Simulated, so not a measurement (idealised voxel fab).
voxel double patterning: a process module
Section shown: cut. Width: 190 nm. Cell size: 5 nm, square.
In what follows, cross-sections appear as grids of square cells, described through bands that run from the top down, where every band is one or more rows of cells. In this notation a band is specified by the heights of its top and bottom, in that order and in nm, after which its materials appear from left to right, each paired with its width in nm. The word "throughout" attached to a single material means that material fills the band from edge to edge; the word "air" stands for empty space. Basically, 0 is our baseline, since under it the wafer straight out of the box is all one material. The bottom band has no lower end and keeps on going down, so it looks like "z 0 and below". Width: "30->40" (first number = top row, second number = bottom row, same change from row to row of cells). A step reported as "everything unchanged" is a step in which no cell of the cross-section changed. What "Voids, fully enclosed" gives you is every empty space of 8 cells or more that is cut off from the top. Each appears as width x height at distance, with the distance taken from the left edge and width, height and distance all in nm. Past the settings on a step's line: simulator remark, on that step. "overlay nm", when on a step's line for a step with a mask, measures how far to the right of its planned place the mask lay; a negative measure means to the left. For the reader: what remains of this document is a series of pairs, each showing a cross-section before one process step and a cross-section after that step which reaches down only to the lowest band that changed, with the step between them and its settings set out under the pair. It should not be assumed that a pair continues from the pair above it; the pairs can come from different runs of this module on the same starting wafer, and such continuity exists only where the entry headed "Before this step" says so.

**Before this step**
> z 30 to 25  35 SiN, then 15 air, then 10 SiN, then 15 air, then 10 SiN, then 15 air, then 10 SiN, then 15 air, then 10 SiN, then 15 air, then 40 SiN
> z 25 to 10  35 polySi, then 15 air, then 10 polySi, then 15 air, then 10 polySi, then 15 air, then 10 polySi, then 15 air, then 10 polySi, then 15 air, then 40 polySi
> z 10 to 0  aC throughout
> z 0 and below  Si throughout
> Voids, fully enclosed: none

**Structure After Step**
> z 25 to 10  35 polySi, then 15 air, then 10 polySi, then 15 air, then 10 polySi, then 15 air, then 10 polySi, then 15 air, then 10 polySi, then 15 air, then 40 polySi
> Anything lower than 10 is untouched.
> Voids, fully enclosed: none
What is the step between the two cross-sections above? STRIP (etch materials SiN)

**Before this step**
> z 30 to 25  35 SiN, then 15 air, then 35 SiN, then 15 air, then 35 SiN, then 15 air, then 40 SiN
> z 25 to 10  polySi throughout
> z 10 to 0  SiO2 throughout
> z 0 and below  Si throughout
> Voids, fully enclosed: none

**Structure After Step**
> z 30 to 25  60 air, then 15 SiN, then 35 air, then 15 SiN, then 65 air
> Anything lower than 25 is untouched.
> Voids, fully enclosed: none
What is the step between the two cross-sections above? MASKED_ETCH (tone cover; mask id SECOND; width nm 15; pitch nm 50; etch materials SiN; depth nm 5; overlay nm 0)

Before this step: after-step cross-section of the pair just above applies.

**Structure After Step**
> z 30 to 25  60 air, then 15 SiN, then 35 air, then 15 SiN, then 65 air
> z 25 to 10  60 air, then 15 polySi, then 35 air, then 15 polySi, then 65 air
> Anything lower than 10 is untouched.
> Voids, fully enclosed: none
What is the step between the two cross-sections above? DIRECTIONAL_ETCH (etch materials polySi; depth nm 15)

Before this step: after-step cross-section of the pair just above applies.

**Structure After Step**
> z 25 to 10  60 air, then 15 polySi, then 35 air, then 15 polySi, then 65 air
> Anything lower than 10 is untouched.
> Voids, fully enclosed: none
What is the step between the two cross-sections above? STRIP (etch materials SiN)
